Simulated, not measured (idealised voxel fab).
This section sets out a process module, namely voxel wiring stack.
Pictured: cross-section cut, 200 nm wide, on a grid of 5 nm square cells.
Reading order for cross-sections: top band down to bottom band. Underlying form: a grid of square cells. Band size: one or more rows of cells.
Quick guide to a band line: top height, bottom height (nm) up front; then every material left to right with its width in nm. Only one material and it's marked "full width"? Then it fills the band edge to edge. And "empty" just means empty space.
The level at which height equals 0 is the one under which the wafer, as it arrives, is entirely one material. No lower edge exists for the bottom band, which continues downward and is notated as in "0 nm and below".
You'd read "30..40" like this: the band's top row of cells is as wide as the first number, its bottom row is as wide as the second, and going down, every row changes width by the same amount as the row before did.
It should be understood that the words "remains unaltered", when stated for a given step, signify that the cross-section underwent no change in any of its cells during that step.
For the entry "Enclosed void listing", the listed items are empty spaces with no open way to the top whose size is 8 cells or more; each item follows the pattern width x height at distance, where distance is from the left edge and all three are in nm.
Heads up: the bit after the settings on a step's line is the simulator's remark on that step.
A step's line can hold "overlay nm"; with a mask on that step, the setting says how far right of the planned place the mask lay, while a negative setting says it lay to the left.

**The process steps that were planned are listed below**
1. RECEIVE with material Si
2. CONFORMAL_DEP with material SiO2, thk nm 15
3. CONFORMAL_DEP with material SiCN, thk nm 5
4. DIRECTIONAL_DEP with material lowk, thk nm 20
5. DIRECTIONAL_DEP with material aC, thk nm 10
6. PATTERN with tone open, mask id METAL_1, material resist, width nm 25, pitch nm 40, thk nm 25, overlay nm -10
7. DIRECTIONAL_ETCH with etch materials aC, depth nm 10
8. STRIP with etch materials resist
9. DIRECTIONAL_ETCH with etch materials lowk, depth nm 20
10. DIRECTIONAL_ETCH with etch materials SiCN, depth nm 5
11. STRIP with etch materials aC
12. CONFORMAL_DEP with material TiN, thk nm 5
13. FILL_DEP with material Ru, thk nm 10
14. CMP with height nm 40
15. CONFORMAL_DEP with material SiCN, thk nm 5
16. DIRECTIONAL_DEP with material lowk, thk nm 35
17. DIRECTIONAL_DEP with material aC, thk nm 15
18. PATTERN with tone open, mask id METAL_2_HOLES, material resist, width nm 15, pitch nm 40, thk nm 30, overlay nm 0
19. DIRECTIONAL_ETCH with etch materials aC, depth nm 15
20. STRIP with etch materials resist
21. DIRECTIONAL_ETCH with etch materials lowk, depth nm 35
22. STRIP with etch materials aC
23. DIRECTIONAL_DEP with material aC, thk nm 10
24. PATTERN with tone open, mask id METAL_2, material resist, width nm 25, pitch nm 40, thk nm 25, overlay nm 0
25. DIRECTIONAL_ETCH with etch materials aC, depth nm 10
26. STRIP with etch materials resist
27. DIRECTIONAL_ETCH with etch materials lowk, depth nm 20
28. DIRECTIONAL_ETCH with etch materials SiCN, depth nm 5
29. STRIP with etch materials aC
30. CONFORMAL_DEP with material TiN, thk nm 5
31. FILL_DEP with material Cu, thk nm 5
32. CMP with height nm 80
33. CONFORMAL_DEP with material SiCN, thk nm 5
34. DIRECTIONAL_DEP with material lowk, thk nm 10
35. MASKED_ETCH with tone open, mask id PLUG_2, width nm 15, pitch nm 80, etch materials lowk, depth nm 10, overlay nm 0
36. MASKED_ETCH with tone open, mask id PLUG_2, width nm 15, pitch nm 80, etch materials SiCN, depth nm 5, overlay nm 0
37. CONFORMAL_DEP with material TiN, thk nm 5
38. FILL_DEP with material W, thk nm 10
39. CMP with height nm 95
40. DIRECTIONAL_DEP with material TiN, thk nm 5
41. DIRECTIONAL_DEP with material Ru, thk nm 25
42. PATTERN with tone cover, mask id METAL_3, material resist, width nm 25, pitch nm 40, thk nm 20, overlay nm 0
43. DIRECTIONAL_ETCH with etch materials Ru, depth nm 25
44. DIRECTIONAL_ETCH with etch materials TiN, depth nm 5
45. STRIP with etch materials resist
46. FILL_DEP with material lowk, thk nm 10
47. CMP with height nm 125
48. CONFORMAL_DEP with material SiCN, thk nm 5
Across this set of wafers, the varied parameter is the overlay nm of step 6. Starting conditions are identical for every wafer, and the plan reports the value assigned to the first wafer.

**The first of several wafers in cross-section, exactly as it reached us after step 1**
  0 nm and below | Si full width
  Enclosed void listing: none

**Take a look at the first of several wafers in cross-section: the module is done, and step 48 was its last step**
  130 nm to 125 nm | SiCN full width
  125 nm to 100 nm | lowk=25  Ru=25  lowk=15  Ru=25  lowk=15  Ru=25  lowk=15  Ru=25  lowk=30
  100 nm to 95 nm | lowk=25  TiN=25  lowk=15  TiN=25  lowk=15  TiN=25  lowk=15  TiN=25  lowk=30
  95 nm to 85 nm | lowk=25  TiN=5  W=5  TiN=5  lowk=65  TiN=5  W=5  TiN=5  lowk=80
  85 nm to 80 nm | SiCN=25  TiN=15  SiCN=65  TiN=15  SiCN=80
  80 nm to 65 nm | lowk=25  TiN=5  Cu=15  TiN=5  lowk=15  TiN=5  Cu=15  TiN=5  lowk=15  TiN=5  Cu=15  TiN=5  lowk=15  TiN=5  Cu=15  TiN=5  lowk=30
  65 nm to 60 nm | lowk=25  TiN=5  Cu=5  TiN=15  lowk=15  TiN=5  Cu=5  TiN=15  lowk=15  TiN=5  Cu=5  TiN=15  lowk=15  TiN=5  Cu=5  TiN=15  lowk=30
  60 nm to 45 nm | lowk=25  TiN=5  Cu=5  TiN=5  lowk=25  TiN=5  Cu=5  TiN=5  lowk=25  TiN=5  Cu=5  TiN=5  lowk=25  TiN=5  Cu=5  TiN=5  lowk=40
  45 nm to 40 nm | SiCN=25  TiN=15  SiCN=25  TiN=15  SiCN=25  TiN=15  SiCN=25  TiN=15  SiCN=40
  40 nm to 20 nm | lowk=15  TiN=5  Ru=15  TiN=5  lowk=15  TiN=5  Ru=15  TiN=5  lowk=15  TiN=5  Ru=15  TiN=5  lowk=15  TiN=5  Ru=15  TiN=5  lowk=40
  20 nm to 15 nm | SiCN=15  TiN=25  SiCN=15  TiN=25  SiCN=15  TiN=25  SiCN=15  TiN=25  SiCN=40
  15 nm to 0 nm | SiO2 full width
  0 nm and below | Si full width
  Enclosed void listing: none

**Cross-section at module completion, last wafer**
  130 nm to 125 nm | SiCN full width
  125 nm to 100 nm | lowk=25  Ru=25  lowk=15  Ru=25  lowk=15  Ru=25  lowk=15  Ru=25  lowk=30
  100 nm to 95 nm | lowk=25  TiN=25  lowk=15  TiN=25  lowk=15  TiN=25  lowk=15  TiN=25  lowk=30
  95 nm to 85 nm | lowk=25  TiN=5  W=5  TiN=5  lowk=65  TiN=5  W=5  TiN=5  lowk=80
  85 nm to 80 nm | SiCN=25  TiN=15  SiCN=65  TiN=15  SiCN=80
  80 nm to 65 nm | lowk=25  TiN=5  Cu=15  TiN=5  lowk=15  TiN=5  Cu=15  TiN=5  lowk=15  TiN=5  Cu=15  TiN=5  lowk=15  TiN=5  Cu=15  TiN=5  lowk=30
  65 nm to 60 nm | lowk=25  TiN=5  Cu=5  TiN=15  lowk=15  TiN=5  Cu=5  TiN=15  lowk=15  TiN=5  Cu=5  TiN=15  lowk=15  TiN=5  Cu=5  TiN=15  lowk=30
  60 nm to 45 nm | lowk=25  TiN=5  Cu=5  TiN=5  lowk=25  TiN=5  Cu=5  TiN=5  lowk=25  TiN=5  Cu=5  TiN=5  lowk=25  TiN=5  Cu=5  TiN=5  lowk=40
  45 nm to 40 nm | SiCN=25  TiN=15  SiCN=25  TiN=15  SiCN=25  TiN=15  SiCN=25  TiN=15  SiCN=40
  40 nm to 20 nm | lowk=40  TiN=5  Ru=15  TiN=5  lowk=15  TiN=5  Ru=15  TiN=5  lowk=15  TiN=5  Ru=15  TiN=5  lowk=15  TiN=5  Ru=15  TiN=5  lowk=15
  20 nm to 15 nm | SiCN=40  TiN=25  SiCN=15  TiN=25  SiCN=15  TiN=25  SiCN=15  TiN=25  SiCN=15
  15 nm to 0 nm | SiO2 full width
  0 nm and below | Si full width
  Enclosed void listing: none

**Wafer rows, end of module: cells per material gained (+) or lost (-) since receipt; closed voids last**
overlay nm -10 | +52 Cu | +148 Ru | +122 SiCN | +120 SiO2 | +162 TiN | +4 W | +432 lowk | Enclosed void listing: none
overlay nm -5 | +52 Cu | +148 Ru | +122 SiCN | +120 SiO2 | +162 TiN | +4 W | +432 lowk | Enclosed void listing: none
overlay nm 0 | +52 Cu | +148 Ru | +122 SiCN | +120 SiO2 | +162 TiN | +4 W | +432 lowk | Enclosed void listing: none
overlay nm 5 | +52 Cu | +148 Ru | +122 SiCN | +120 SiO2 | +162 TiN | +4 W | +432 lowk | Enclosed void listing: none
overlay nm 10 | +52 Cu | +148 Ru | +122 SiCN | +120 SiO2 | +162 TiN | +4 W | +432 lowk | Enclosed void listing: none
overlay nm 15 | +52 Cu | +148 Ru | +122 SiCN | +120 SiO2 | +162 TiN | +4 W | +432 lowk | Enclosed void listing: none
